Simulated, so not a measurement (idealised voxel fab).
process module | voxel wiring stack
Pictured: cross-section cut, 225 nm wide, on a grid of 5 nm square cells.
A cross-section is a grid of square cells, given in bands from the top down. A band is one or more rows of cells.
Basically the band line says how high the top is and how high the bottom is, in nm, and then what's in it from left to right, every material with its width in nm. Empty space shows up as "blank", and if a single material carries "all across" it runs the full band edge to edge.
Heights from 0 (as-received wafer is one material below). Bottom band endless downward, as "z 0 and below".
The expression "30->40" gives the width at the extremes of the band, the first number at its top row of cells and the second at its bottom row, with the width changing by equal amounts from each row to the next in between.
No cell of the cross-section changed in a step that is given as "no alteration".
"Unvented voids": sealed empty spaces, 8 cells or more, no open way to top, listed width x height at distance, with distance from the left edge and width, height and distance in nm.
Heads up: the bit after the settings on a step's line is the simulator's remark on that step.
A step line may carry the setting "overlay nm", which, for steps involving a mask, states the distance by which the mask lay to the right of its intended position; negative values denote displacement to the left.
[Steps in the process plan]
step 1: RECEIVE [material Si]
step 2: CONFORMAL_DEP [material SiO2] [thk nm 10]
step 3: CONFORMAL_DEP [material SiCN] [thk nm 5]
step 4: DIRECTIONAL_DEP [material SiO2] [thk nm 15]
step 5: DIRECTIONAL_DEP [material aC] [thk nm 15]
step 6: PATTERN [tone open] [mask id METAL_1] [material resist] [width nm 25] [pitch nm 50] [thk nm 30] [overlay nm 0]
step 7: DIRECTIONAL_ETCH [etch materials aC] [depth nm 15]
step 8: STRIP [etch materials resist]
step 9: DIRECTIONAL_ETCH [etch materials SiO2] [depth nm 15]
step 10: DIRECTIONAL_ETCH [etch materials SiCN] [depth nm 5]
step 11: STRIP [etch materials aC]
step 12: CONFORMAL_DEP [material TiN] [thk nm 5]
step 13: FILL_DEP [material Cu] [thk nm 10]
step 14: CMP [height nm 30]
step 15: CONFORMAL_DEP [material SiCN] [thk nm 5]
step 16: DIRECTIONAL_DEP [material lowk] [thk nm 15]
step 17: MASKED_ETCH [tone open] [mask id PLUG_1] [width nm 15] [pitch nm 50] [etch materials lowk] [depth nm 15] [overlay nm 0]
step 18: MASKED_ETCH [tone open] [mask id PLUG_1] [width nm 15] [pitch nm 50] [etch materials SiCN] [depth nm 5] [overlay nm 0]
step 19: CONFORMAL_DEP [material TiN] [thk nm 5]
step 20: FILL_DEP [material Ru] [thk nm 10]
step 21: CMP [height nm 50]
step 22: DIRECTIONAL_DEP [material TiN] [thk nm 5]
step 23: DIRECTIONAL_DEP [material W] [thk nm 15]
step 24: PATTERN [tone cover] [mask id METAL_2] [material resist] [width nm 25] [pitch nm 50] [thk nm 20] [overlay nm 0]
step 25: DIRECTIONAL_ETCH [etch materials W] [depth nm 15]
step 26: DIRECTIONAL_ETCH [etch materials TiN] [depth nm 5]
step 27: STRIP [etch materials resist]
step 28: CONFORMAL_DEP [material SiN] [thk nm 5]
step 29: FILL_DEP [material lowk] [thk nm 5]
step 30: CMP [height nm 70]
step 31: CONFORMAL_DEP [material SiCN] [thk nm 5]
[Cross-section: wafer on arrival = after step 1]
> z 0 and below = Si all across
> Unvented voids: none
[Post-module cross-section of the first of two wafers (run per plan)]
> z 75 to 70 = SiCN all across
> z 70 to 55 = lowk=70 / SiN=5 / W=25 / SiN=5 / lowk=15 / SiN=5 / W=25 / SiN=5 / lowk=70
> z 55 to 50 = SiN=75 / TiN=25 / SiN=25 / TiN=25 / SiN=75
> z 50 to 35 = lowk=75 / TiN=5 / Ru=5 / TiN=5 / lowk=35 / TiN=5 / Ru=5 / TiN=5 / lowk=85
> z 35 to 30 = SiCN=75 / TiN=15 / SiCN=35 / TiN=15 / SiCN=85
> z 30 to 15 = SiO2=75 / TiN=5 / Cu=15 / TiN=5 / SiO2=25 / TiN=5 / Cu=15 / TiN=5 / SiO2=75
> z 15 to 10 = SiCN=75 / TiN=25 / SiCN=25 / TiN=25 / SiCN=75
> z 10 to 0 = SiO2 all across
> z 0 and below = Si all across
> Unvented voids: none
[Here's the second of our two wafers sectioned at module end. Same start as the first, same plan, but one mistake got made running it]
> z 75 to 70 = SiCN all across
> z 70 to 55 = lowk=70 / SiN=5 / W=25 / SiN=5 / lowk=15 / SiN=5 / W=25 / SiN=5 / lowk=70
> z 55 to 50 = SiN=75 / TiN=25 / SiN=25 / TiN=25 / SiN=75
> z 50 to 45 = SiCN=75 / TiN=15 / SiCN=35 / TiN=15 / SiCN=85
> z 45 to 30 = lowk all across
> z 30 to 15 = SiO2=75 / TiN=5 / Cu=15 / TiN=5 / SiO2=25 / TiN=5 / Cu=15 / TiN=5 / SiO2=75
> z 15 to 10 = SiCN=75 / TiN=25 / SiCN=25 / TiN=25 / SiCN=75
> z 10 to 0 = SiO2 all across
> z 0 and below = Si all across
> Unvented voids: none
The mistake made against the process plan was this: sequence error: steps 15 and 16 interchanged
Materials where the second wafer ends with more or fewer cells than the first: Ru: 6 fewer; TiN: 12 fewer; lowk: 18 more
